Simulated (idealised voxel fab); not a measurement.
Documented hereafter: the process module known as voxel released beams.
Section shown: cut. Width: 220 nm. Cell size: 5 nm, square.
For the purposes of this document, a cross-section shall be understood as a grid of square cells, specified as bands listed in top-to-bottom order, each band consisting of one or more rows of cells.
For a band, the entry starts with two heights in nm, that of the top and then that of the bottom, and carries on with the band's materials in order from left to right, each alongside its width in nm; the word "everywhere" beside a single material means it fills the band edge to edge, and "empty" means empty space.
Measure heights from 0. That's the level where, below it, the as-received wafer is all one material. The lowest band is bottomless and extends downward; write it as in "0..down".
The notation "30->40" denotes a width that varies across the rows of cells in the band, beginning at the first number in the top row, finishing at the second number in the bottom row, and changing by an identical amount from each row to the next.
No cell of the cross-section changed in a step that is given as "stayed the same".
"Completely sealed voids" - sealed voids, min. 8 cells, no opening to top; format: width x height at distance (distance from left edge; nm throughout).
Read whatever lies past the settings on a step's line as the simulator's own remark about the step.
"overlay nm", when on a step's line for a step with a mask, measures how far to the right of its planned place the mask lay; a negative measure means to the left.
Pairs from here to the end. Each: cross-section before one process step, cross-section after it, the latter only as far down as the lowest band that changed. Under each: the step between, and its settings. Mind that the pairs may be taken from different runs of this module on the same starting wafer; whether a pair continues from the pair above depends on its entry headed "Before step", and it does only where that entry says so.

Before step
0..down | Si everywhere
Completely sealed voids: none

Cross-Section Thereafter
5..0 | SiN everywhere
Whatever lies below 0 is exactly as it was before.
Completely sealed voids: none
The two cross-sections above are separated by a single process step, namely CONFORMAL_DEP with material SiN, thk nm 5

Before step: after-state, pair directly above.

Cross-Section Thereafter
25..5 | SiO2 everywhere
Whatever lies below 5 is exactly as it was before.
Completely sealed voids: none
The two cross-sections above are separated by a single process step, namely DIRECTIONAL_DEP with material SiO2, thk nm 20

Before step: after-state, pair directly above.

Cross-Section Thereafter
40..25 | 65 resist; 30 empty; 125 resist
Whatever lies below 25 is exactly as it was before.
Completely sealed voids: none
The two cross-sections above are separated by a single process step, namely PATTERN with tone open, mask id ANCHOR, material resist, width nm 30, thk nm 15, overlay nm 0

Before step: after-state, pair directly above.

Cross-Section Thereafter
40..25 | 65 resist; 30 empty; 125 resist
25..5 | 65 SiO2; 30 empty; 125 SiO2
Whatever lies below 5 is exactly as it was before.
Completely sealed voids: none
The two cross-sections above are separated by a single process step, namely DIRECTIONAL_ETCH with etch materials SiO2, depth nm 20

Before step: after-state, pair directly above.

Cross-Section Thereafter
25..5 | 65 SiO2; 30 empty; 125 SiO2
Whatever lies below 5 is exactly as it was before.
Completely sealed voids: none
The two cross-sections above are separated by a single process step, namely STRIP with etch materials resist

Before step: after-state, pair directly above.

Cross-Section Thereafter
35..25 | 75 polySi; 10 empty; 135 polySi
25..15 | 65 SiO2; 10 polySi; 10 empty; 10 polySi; 125 SiO2
15..5 | 65 SiO2; 30 polySi; 125 SiO2
Whatever lies below 5 is exactly as it was before.
Completely sealed voids: none
The two cross-sections above are separated by a single process step, namely CONFORMAL_DEP with material polySi, thk nm 10

Before step: after-state, pair directly above.

Cross-Section Thereafter
50..35 | 60 empty; 95 resist; 65 empty
35..25 | 75 polySi; 10 resist; 135 polySi
25..15 | 65 SiO2; 10 polySi; 10 resist; 10 polySi; 125 SiO2
Whatever lies below 15 is exactly as it was before.
Completely sealed voids: none
The two cross-sections above are separated by a single process step, namely PATTERN with tone cover, mask id BEAM, material resist, width nm 95, thk nm 15, overlay nm 0

Before step: after-state, pair directly above.

Cross-Section Thereafter
50..35 | 60 empty; 95 resist; 65 empty
35..25 | 60 empty; 15 polySi; 10 resist; 70 polySi; 65 empty
Whatever lies below 25 is exactly as it was before.
Completely sealed voids: none
The two cross-sections above are separated by a single process step, namely DIRECTIONAL_ETCH with etch materials polySi, depth nm 10

Before step: after-state, pair directly above.

Cross-Section Thereafter
35..25 | 60 empty; 15 polySi; 10 empty; 70 polySi; 65 empty
25..15 | 65 SiO2; 10 polySi; 10 empty; 10 polySi; 125 SiO2
Whatever lies below 15 is exactly as it was before.
Completely sealed voids: none
The two cross-sections above are separated by a single process step, namely STRIP with etch materials resist

Before step: after-state, pair directly above.

Cross-Section Thereafter
35..25 | 60 empty; 15 polySi; 10 empty; 70 polySi; 65 empty
25..15 | 65 empty; 10 polySi; 10 empty; 10 polySi; 125 empty
15..5 | 65 empty; 30 polySi; 125 empty
Whatever lies below 5 is exactly as it was before.
Completely sealed voids: none
The two cross-sections above are separated by a single process step, namely STRIP with etch materials SiO2

Before step
0..down | Si everywhere
Completely sealed voids: none

Cross-Section Thereafter
20..0 | SiO2 everywhere
Whatever lies below 0 is exactly as it was before.
Completely sealed voids: none
The two cross-sections above are separated by a single process step, namely DIRECTIONAL_DEP with material SiO2, thk nm 20

Before step: after-state, pair directly above.

Cross-Section Thereafter
35..20 | 65 resist; 30 empty; 125 resist
Whatever lies below 20 is exactly as it was before.
Completely sealed voids: none
The two cross-sections above are separated by a single process step, namely PATTERN with tone open, mask id ANCHOR, material resist, width nm 30, thk nm 15, overlay nm 0

Before step: after-state, pair directly above.

Cross-Section Thereafter
35..20 | 65 resist; 30 empty; 125 resist
20..0 | 65 SiO2; 30 empty; 125 SiO2
Whatever lies below 0 is exactly as it was before.
Completely sealed voids: none
The two cross-sections above are separated by a single process step, namely DIRECTIONAL_ETCH with etch materials SiO2, depth nm 20

Before step: after-state, pair directly above.

Cross-Section Thereafter
20..0 | 65 SiO2; 30 empty; 125 SiO2
Whatever lies below 0 is exactly as it was before.
Completely sealed voids: none
The two cross-sections above are separated by a single process step, namely STRIP with etch materials resist

Before step: after-state, pair directly above.

Cross-Section Thereafter
30..20 | 75 polySi; 10 empty; 135 polySi
20..10 | 65 SiO2; 10 polySi; 10 empty; 10 polySi; 125 SiO2
10..0 | 65 SiO2; 30 polySi; 125 SiO2
Whatever lies below 0 is exactly as it was before.
Completely sealed voids: none
The two cross-sections above are separated by a single process step, namely CONFORMAL_DEP with material polySi, thk nm 10

Before step: after-state, pair directly above.

Cross-Section Thereafter
45..30 | 60 empty; 95 resist; 65 empty
30..20 | 75 polySi; 10 resist; 135 polySi
20..10 | 65 SiO2; 10 polySi; 10 resist; 10 polySi; 125 SiO2
Whatever lies below 10 is exactly as it was before.
Completely sealed voids: none
The two cross-sections above are separated by a single process step, namely PATTERN with tone cover, mask id BEAM, material resist, width nm 95, thk nm 15, overlay nm 0

Before step: after-state, pair directly above.

Cross-Section Thereafter
45..30 | 60 empty; 95 resist; 65 empty
30..20 | 60 empty; 15 polySi; 10 resist; 70 polySi; 65 empty
Whatever lies below 20 is exactly as it was before.
Completely sealed voids: none
The two cross-sections above are separated by a single process step, namely DIRECTIONAL_ETCH with etch materials polySi, depth nm 10

Before step: after-state, pair directly above.

Cross-Section Thereafter
30..20 | 60 empty; 15 polySi; 10 empty; 70 polySi; 65 empty
20..10 | 65 SiO2; 10 polySi; 10 empty; 10 polySi; 125 SiO2
Whatever lies below 10 is exactly as it was before.
Completely sealed voids: none
The two cross-sections above are separated by a single process step, namely STRIP with etch materials resist

Before step: after-state, pair directly above.

Cross-Section Thereafter
30..20 | 60 empty; 15 polySi; 10 empty; 70 polySi; 65 empty
20..10 | 65 empty; 10 polySi; 10 empty; 10 polySi; 125 empty
10..0 | 65 empty; 30 polySi; 125 empty
Whatever lies below 0 is exactly as it was before.
Completely sealed voids: none
The two cross-sections above are separated by a single process step, namely STRIP with etch materials SiO2

Before step
20..0 | SiO2 everywhere
0..down | Si everywhere
Completely sealed voids: none

Cross-Section Thereafter
25..20 | SiN everywhere
Whatever lies below 20 is exactly as it was before.
Completely sealed voids: none
The two cross-sections above are separated by a single process step, namely CONFORMAL_DEP with material SiN, thk nm 5

Before step: after-state, pair directly above.

Cross-Section Thereafter
40..25 | 65 resist; 30 empty; 125 resist
Whatever lies below 25 is exactly as it was before.
Completely sealed voids: none
The two cross-sections above are separated by a single process step, namely PATTERN with tone open, mask id ANCHOR, material resist, width nm 30, thk nm 15, overlay nm 0

Before step: after-state, pair directly above.

Cross-Section Thereafter
25..20 | SiN everywhere
Whatever lies below 20 is exactly as it was before.
Completely sealed voids: none
The two cross-sections above are separated by a single process step, namely STRIP with etch materials resist

Before step: after-state, pair directly above.

Cross-Section Thereafter
35..25 | polySi everywhere
Whatever lies below 25 is exactly as it was before.
Completely sealed voids: none
The two cross-sections above are separated by a single process step, namely CONFORMAL_DEP with material polySi, thk nm 10

Before step: after-state, pair directly above.

Cross-Section Thereafter
50..35 | 60 empty; 95 resist; 65 empty
Whatever lies below 35 is exactly as it was before.
Completely sealed voids: none
The two cross-sections above are separated by a single process step, namely PATTERN with tone cover, mask id BEAM, material resist, width nm 95, thk nm 15, overlay nm 0

Before step: after-state, pair directly above.

Cross-Section Thereafter
50..35 | 60 empty; 95 resist; 65 empty
35..25 | 60 empty; 95 polySi; 65 empty
Whatever lies below 25 is exactly as it was before.
Completely sealed voids: none
The two cross-sections above are separated by a single process step, namely DIRECTIONAL_ETCH with etch materials polySi, depth nm 10

Before step: after-state, pair directly above.

Cross-Section Thereafter
35..25 | 60 empty; 95 polySi; 65 empty
Whatever lies below 25 is exactly as it was before.
Completely sealed voids: none
The two cross-sections above are separated by a single process step, namely STRIP with etch materials resist

Before step
5..0 | SiN everywhere
0..down | Si everywhere
Completely sealed voids: none

Cross-Section Thereafter
15..5 | SiO2 everywhere
Whatever lies below 5 is exactly as it was before.
Completely sealed voids: none
The two cross-sections above are separated by a single process step, namely DIRECTIONAL_DEP with material SiO2, thk nm 10

Before step: after-state, pair directly above.

Cross-Section Thereafter
30..15 | 65 resist; 30 empty; 125 resist
Whatever lies below 15 is exactly as it was before.
Completely sealed voids: none
The two cross-sections above are separated by a single process step, namely PATTERN with tone open, mask id ANCHOR, material resist, width nm 30, thk nm 15, overlay nm 0

Before step: after-state, pair directly above.

Cross-Section Thereafter
30..15 | 65 resist; 30 empty; 125 resist
15..5 | 65 SiO2; 30 empty; 125 SiO2
Whatever lies below 5 is exactly as it was before.
Completely sealed voids: none
The two cross-sections above are separated by a single process step, namely DIRECTIONAL_ETCH with etch materials SiO2, depth nm 20

Before step: after-state, pair directly above.

Cross-Section Thereafter
15..5 | 65 SiO2; 30 empty; 125 SiO2
Whatever lies below 5 is exactly as it was before.
Completely sealed voids: none
The two cross-sections above are separated by a single process step, namely STRIP with etch materials resist

Before step: after-state, pair directly above.

Cross-Section Thereafter
25..15 | 75 polySi; 10 empty; 135 polySi
15..5 | 65 SiO2; 30 polySi; 125 SiO2
Whatever lies below 5 is exactly as it was before.
Completely sealed voids: none
The two cross-sections above are separated by a single process step, namely CONFORMAL_DEP with material polySi, thk nm 10

Before step: after-state, pair directly above.

Cross-Section Thereafter
40..25 | 60 empty; 95 resist; 65 empty
25..15 | 75 polySi; 10 resist; 135 polySi
Whatever lies below 15 is exactly as it was before.
Completely sealed voids: none
The two cross-sections above are separated by a single process step, namely PATTERN with tone cover, mask id BEAM, material resist, width nm 95, thk nm 15, overlay nm 0

Before step: after-state, pair directly above.

Cross-Section Thereafter
40..25 | 60 empty; 95 resist; 65 empty
25..15 | 60 empty; 15 polySi; 10 resist; 70 polySi; 65 empty
Whatever lies below 15 is exactly as it was before.
Completely sealed voids: none
The two cross-sections above are separated by a single process step, namely DIRECTIONAL_ETCH with etch materials polySi, depth nm 10

Before step: after-state, pair directly above.

Cross-Section Thereafter
25..15 | 60 empty; 15 polySi; 10 empty; 70 polySi; 65 empty
Whatever lies below 15 is exactly as it was before.
Completely sealed voids: none
The two cross-sections above are separated by a single process step, namely STRIP with etch materials resist

Before step: after-state, pair directly above.

Cross-Section Thereafter
25..15 | 60 empty; 15 polySi; 10 empty; 70 polySi; 65 empty
15..5 | 65 empty; 30 polySi; 125 empty
Whatever lies below 5 is exactly as it was before.
Completely sealed voids: none
The two cross-sections above are separated by a single process step, namely STRIP with etch materials SiO2

Before step
35..25 | 75 polySi; 10 empty; 135 polySi
25..15 | 65 SiO2; 10 polySi; 10 empty; 10 polySi; 125 SiO2
15..5 | 65 SiO2; 30 polySi; 125 SiO2
5..0 | SiN everywhere
0..down | Si everywhere
Completely sealed voids: none

Cross-Section Thereafter
50..35 | 65 empty; 85 resist; 70 empty
35..25 | 75 polySi; 10 resist; 135 polySi
25..15 | 65 SiO2; 10 polySi; 10 resist; 10 polySi; 125 SiO2
Whatever lies below 15 is exactly as it was before.
Completely sealed voids: none
The two cross-sections above are separated by a single process step, namely PATTERN with tone cover, mask id BEAM, material resist, width nm 85, thk nm 15, overlay nm 0

Before step: after-state, pair directly above.

Cross-Section Thereafter
50..35 | 65 empty; 85 resist; 70 empty
35..25 | 65 empty; 10 polySi; 10 resist; 65 polySi; 70 empty
Whatever lies below 25 is exactly as it was before.
Completely sealed voids: none
The two cross-sections above are separated by a single process step, namely DIRECTIONAL_ETCH with etch materials polySi, depth nm 10

Before step: after-state, pair directly above.

Cross-Section Thereafter
35..25 | 65 empty; 10 polySi; 10 empty; 65 polySi; 70 empty
25..15 | 65 SiO2; 10 polySi; 10 empty; 10 polySi; 125 SiO2
Whatever lies below 15 is exactly as it was before.
Completely sealed voids: none
The two cross-sections above are separated by a single process step, namely STRIP with etch materials resist

Before step: after-state, pair directly above.

Cross-Section Thereafter
35..25 | 65 empty; 10 polySi; 10 empty; 65 polySi; 70 empty
25..15 | 65 empty; 10 polySi; 10 empty; 10 polySi; 125 empty
15..5 | 65 empty; 30 polySi; 125 empty
Whatever lies below 5 is exactly as it was before.
Completely sealed voids: none
The two cross-sections above are separated by a single process step, namely STRIP with etch materials SiO2

Before step
25..5 | SiO2 everywhere
5..0 | SiN everywhere
0..down | Si everywhere
Completely sealed voids: none

Cross-Section Thereafter
40..25 | 75 resist; 30 empty; 115 resist
Whatever lies below 25 is exactly as it was before.
Completely sealed voids: none
The two cross-sections above are separated by a single process step, namely PATTERN with tone open, mask id ANCHOR, material resist, width nm 30, thk nm 15, overlay nm 10

Before step: after-state, pair directly above.

Cross-Section Thereafter
40..25 | 75 resist; 30 empty; 115 resist
25..5 | 75 SiO2; 30 empty; 115 SiO2
Whatever lies below 5 is exactly as it was before.
Completely sealed voids: none
The two cross-sections above are separated by a single process step, namely DIRECTIONAL_ETCH with etch materials SiO2, depth nm 20

Before step: after-state, pair directly above.

Cross-Section Thereafter
25..5 | 75 SiO2; 30 empty; 115 SiO2
Whatever lies below 5 is exactly as it was before.
Completely sealed voids: none
The two cross-sections above are separated by a single process step, namely STRIP with etch materials resist

Before step: after-state, pair directly above.

Cross-Section Thereafter
35..25 | 85 polySi; 10 empty; 125 polySi
25..15 | 75 SiO2; 10 polySi; 10 empty; 10 polySi; 115 SiO2
15..5 | 75 SiO2; 30 polySi; 115 SiO2
Whatever lies below 5 is exactly as it was before.
Completely sealed voids: none
The two cross-sections above are separated by a single process step, namely CONFORMAL_DEP with material polySi, thk nm 10

Before step: after-state, pair directly above.

Cross-Section Thereafter
50..35 | 60 empty; 95 resist; 65 empty
35..25 | 85 polySi; 10 resist; 125 polySi
25..15 | 75 SiO2; 10 polySi; 10 resist; 10 polySi; 115 SiO2
Whatever lies below 15 is exactly as it was before.
Completely sealed voids: none
The two cross-sections above are separated by a single process step, namely PATTERN with tone cover, mask id BEAM, material resist, width nm 95, thk nm 15, overlay nm 0

Before step: after-state, pair directly above.

Cross-Section Thereafter
50..35 | 60 empty; 95 resist; 65 empty
35..25 | 60 empty; 25 polySi; 10 resist; 60 polySi; 65 empty
Whatever lies below 25 is exactly as it was before.
Completely sealed voids: none
The two cross-sections above are separated by a single process step, namely DIRECTIONAL_ETCH with etch materials polySi, depth nm 10

Before step: after-state, pair directly above.

Cross-Section Thereafter
35..25 | 60 empty; 25 polySi; 10 empty; 60 polySi; 65 empty
25..15 | 75 SiO2; 10 polySi; 10 empty; 10 polySi; 115 SiO2
Whatever lies below 15 is exactly as it was before.
Completely sealed voids: none
The two cross-sections above are separated by a single process step, namely STRIP with etch materials resist

Before step: after-state, pair directly above.

Cross-Section Thereafter
35..25 | 60 empty; 25 polySi; 10 empty; 60 polySi; 65 empty
25..15 | 75 empty; 10 polySi; 10 empty; 10 polySi; 115 empty
15..5 | 75 empty; 30 polySi; 115 empty
Whatever lies below 5 is exactly as it was before.
Completely sealed voids: none
The two cross-sections above are separated by a single process step, namely STRIP with etch materials SiO2

Before step
5..0 | SiN everywhere
0..down | Si everywhere
Completely sealed voids: none

Cross-Section Thereafter
25..5 | polySi everywhere
Whatever lies below 5 is exactly as it was before.
Completely sealed voids: none
The two cross-sections above are separated by a single process step, namely DIRECTIONAL_DEP with material polySi, thk nm 20

Before step: after-state, pair directly above.

Cross-Section Thereafter
40..25 | 65 resist; 30 empty; 125 resist
Whatever lies below 25 is exactly as it was before.
Completely sealed voids: none
The two cross-sections above are separated by a single process step, namely PATTERN with tone open, mask id ANCHOR, material resist, width nm 30, thk nm 15, overlay nm 0

Before step: after-state, pair directly above.

Cross-Section Thereafter
25..5 | polySi everywhere
Whatever lies below 5 is exactly as it was before.
Completely sealed voids: none
The two cross-sections above are separated by a single process step, namely STRIP with etch materials resist

Before step: after-state, pair directly above.

Cross-Section Thereafter
35..5 | polySi everywhere
Whatever lies below 5 is exactly as it was before.
Completely sealed voids: none
The two cross-sections above are separated by a single process step, namely CONFORMAL_DEP with material polySi, thk nm 10

Before step: after-state, pair directly above.

Cross-Section Thereafter
50..35 | 60 empty; 95 resist; 65 empty
Whatever lies below 35 is exactly as it was before.
Completely sealed voids: none
The two cross-sections above are separated by a single process step, namely PATTERN with tone cover, mask id BEAM, material resist, width nm 95, thk nm 15, overlay nm 0

Before step: after-state, pair directly above.

Cross-Section Thereafter
50..35 | 60 empty; 95 resist; 65 empty
35..25 | 60 empty; 95 polySi; 65 empty
Whatever lies below 25 is exactly as it was before.
Completely sealed voids: none
The two cross-sections above are separated by a single process step, namely DIRECTIONAL_ETCH with etch materials polySi, depth nm 10

Before step: after-state, pair directly above.

Cross-Section Thereafter
35..25 | 60 empty; 95 polySi; 65 empty
Whatever lies below 25 is exactly as it was before.
Completely sealed voids: none
The two cross-sections above are separated by a single process step, namely STRIP with etch materials resist

Before step
25..5 | SiO2 everywhere
5..0 | SiN everywhere
0..down | Si everywhere
Completely sealed voids: none

Cross-Section Thereafter
40..25 | 65 empty; 30 resist; 125 empty
Whatever lies below 25 is exactly as it was before.
Completely sealed voids: none
The two cross-sections above are separated by a single process step, namely PATTERN with tone cover, mask id ANCHOR, material resist, width nm 30, thk nm 15, overlay nm 0

Before step: after-state, pair directly above.

Cross-Section Thereafter
40..25 | 65 empty; 30 resist; 125 empty
25..5 | 65 empty; 30 SiO2; 125 empty
Whatever lies below 5 is exactly as it was before.
Completely sealed voids: none
The two cross-sections above are separated by a single process step, namely DIRECTIONAL_ETCH with etch materials SiO2, depth nm 20

Before step: after-state, pair directly above.

Cross-Section Thereafter
25..5 | 65 empty; 30 SiO2; 125 empty
Whatever lies below 5 is exactly as it was before.
Completely sealed voids: none
The two cross-sections above are separated by a single process step, namely STRIP with etch materials resist

Before step: after-state, pair directly above.

Cross-Section Thereafter
35..25 | 55 empty; 50 polySi; 115 empty
25..15 | 55 empty; 10 polySi; 30 SiO2; 10 polySi; 115 empty
15..5 | 65 polySi; 30 SiO2; 125 polySi
Whatever lies below 5 is exactly as it was before.
Completely sealed voids: none
The two cross-sections above are separated by a single process step, namely CONFORMAL_DEP with material polySi, thk nm 10

Before step: after-state, pair directly above.

Cross-Section Thereafter
50..35 | 60 empty; 95 resist; 65 empty
35..25 | 55 empty; 50 polySi; 50 resist; 65 empty
25..15 | 55 empty; 10 polySi; 30 SiO2; 10 polySi; 50 resist; 65 empty
Whatever lies below 15 is exactly as it was before.
Completely sealed voids: none
The two cross-sections above are separated by a single process step, namely PATTERN with tone cover, mask id BEAM, material resist, width nm 95, thk nm 15, overlay nm 0

Before step: after-state, pair directly above.

Cross-Section Thereafter
50..35 | 60 empty; 95 resist; 65 empty
35..25 | 60 empty; 45 polySi; 50 resist; 65 empty
25..15 | 55 empty; 10 polySi; 30 SiO2; 10 polySi; 50 resist; 65 empty
15..5 | 55 empty; 10 polySi; 30 SiO2; 60 polySi; 65 empty
Whatever lies below 5 is exactly as it was before.
Completely sealed voids: none
The two cross-sections above are separated by a single process step, namely DIRECTIONAL_ETCH with etch materials polySi, depth nm 10

Before step: after-state, pair directly above.

Cross-Section Thereafter
35..25 | 60 empty; 45 polySi; 115 empty
25..15 | 55 empty; 10 polySi; 30 SiO2; 10 polySi; 115 empty
Whatever lies below 15 is exactly as it was before.
Completely sealed voids: none
The two cross-sections above are separated by a single process step, namely STRIP with etch materials resist
